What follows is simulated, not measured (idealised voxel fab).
The process module that follows is named voxel tone inversion.
Xsec cut, 230 nm wide, square cell size 5 nm.
Format of a cross-section: grid, square cells. Given as bands. Order: top down. Band: one or more rows of cells.
Band entry format. Leading values: height of top, height of bottom, nm. Remainder: materials in left-to-right order, each with its width in nm. Special words: "throughout" on a single material, which then fills the band edge to edge; "empty", empty space.
Where do heights start? At 0: under that level the wafer as delivered is made of one material only. And the lowest band has no floor; it just carries on downward, as in "0..down".
Per-row width for "30..40": begins at first number (top row of band), ends at second number (bottom row), increment between rows held constant.
A step reported as "nothing got changed" is a step in which no cell of the cross-section changed.
If an empty space has no open way to the top and is at least 8 cells in size, "Internal closed voids" lists it, written width x height at distance, where distance is measured from the left edge and every value is in nm.
That trailing text on a step's line, after the settings, is the simulator's own remark on the step.
A step line may carry the setting "overlay nm", which, for steps involving a mask, states the distance by which the mask lay to the right of its intended position; negative values denote displacement to the left.
### Planned step list for the process
- 1: RECEIVE,material Si
- 2: CONFORMAL_DEP,material SiN,thk nm 5
- 3: DIRECTIONAL_DEP,material aC,thk nm 20
- 4: PATTERN,tone cover,mask id POSTS,material resist,width nm 25,pitch nm 45,thk nm 30,overlay nm 0
- 5: DIRECTIONAL_ETCH,etch materials aC,depth nm 20
- 6: STRIP,etch materials resist
- 7: FILL_DEP,material SiO2,thk nm 5
- 8: CMP,height nm 25
- 9: STRIP,etch materials aC
### first wafer, as planned
### Wafer as received: cross-section following step 1
* 0..down = Si throughout
* Internal closed voids: none
### After step 2: wafer cross-section
* 5..0 = SiN throughout
* Beneath the level 0, the cross-section is identical to its previous state.
### After step 3: wafer cross-section
* 25..5 = aC throughout
* Beneath the level 5, the cross-section is identical to its previous state.
### After step 4: wafer cross-section
* 55..25 = 80 nm empty, then 25 nm resist, then 20 nm empty, then 25 nm resist, then 80 nm empty
* Beneath the level 25, the cross-section is identical to its previous state.
### After step 5: wafer cross-section
* 35..25 = 80 nm empty, then 25 nm resist, then 20 nm empty, then 25 nm resist, then 80 nm empty
* 25..5 = 80 nm empty, then 25 nm aC, then 20 nm empty, then 25 nm aC, then 80 nm empty
* Beneath the level 5, the cross-section is identical to its previous state.
### After step 6: wafer cross-section
* 25..5 = 80 nm empty, then 25 nm aC, then 20 nm empty, then 25 nm aC, then 80 nm empty
* Beneath the level 5, the cross-section is identical to its previous state.
### After step 7: wafer cross-section
* 30..25 = SiO2 throughout
* 25..5 = 80 nm SiO2, then 25 nm aC, then 20 nm SiO2, then 25 nm aC, then 80 nm SiO2
* Beneath the level 5, the cross-section is identical to its previous state.
### After step 8: wafer cross-section
* 25..5 = 80 nm SiO2, then 25 nm aC, then 20 nm SiO2, then 25 nm aC, then 80 nm SiO2
* Beneath the level 5, the cross-section is identical to its previous state.
### After step 9: wafer cross-section
* 25..5 = 80 nm SiO2, then 25 nm empty, then 20 nm SiO2, then 25 nm empty, then 80 nm SiO2
* Beneath the level 5, the cross-section is identical to its previous state.
### What follows concerns the second wafer, which started out like the first and was meant to follow the very same plan; one mistake crept in when it was run, but everything up to and including step 3 is the same as for the first wafer
### Cross-section of the second wafer at the time by which step 4 should have been completed according to the plan
* 55..25 = 85 nm empty, then 25 nm resist, then 20 nm empty, then 25 nm resist, then 75 nm empty
* Beneath the level 25, the cross-section is identical to its previous state.
### Cross-section of the second wafer at the time by which step 5 should have been completed according to the plan
* 35..25 = 85 nm empty, then 25 nm resist, then 20 nm empty, then 25 nm resist, then 75 nm empty
* 25..5 = 85 nm empty, then 25 nm aC, then 20 nm empty, then 25 nm aC, then 75 nm empty
* Beneath the level 5, the cross-section is identical to its previous state.
### Cross-section of the second wafer at the time by which step 6 should have been completed according to the plan
* 25..5 = 85 nm empty, then 25 nm aC, then 20 nm empty, then 25 nm aC, then 75 nm empty
* Beneath the level 5, the cross-section is identical to its previous state.
### Cross-section of the second wafer at the time by which step 7 should have been completed according to the plan
* 30..25 = SiO2 throughout
* 25..5 = 85 nm SiO2, then 25 nm aC, then 20 nm SiO2, then 25 nm aC, then 75 nm SiO2
* Beneath the level 5, the cross-section is identical to its previous state.
### Cross-section of the second wafer at the time by which step 8 should have been completed according to the plan
* 25..5 = 85 nm SiO2, then 25 nm aC, then 20 nm SiO2, then 25 nm aC, then 75 nm SiO2
* Beneath the level 5, the cross-section is identical to its previous state.
### Cross-section of the second wafer at the time by which step 9 should have been completed according to the plan
* 25..5 = 85 nm SiO2, then 25 nm empty, then 20 nm SiO2, then 25 nm empty, then 75 nm SiO2
* Beneath the level 5, the cross-section is identical to its previous state.
Deviation from plan: contrary to plan, step 4 was performed as PATTERN,tone cover,mask id POSTS,material resist,width nm 25,pitch nm 45,thk nm 30,overlay nm 5
If you tally the cells, the second wafer ends up with the same amount of every material as the first; it's all just sitting in different places.
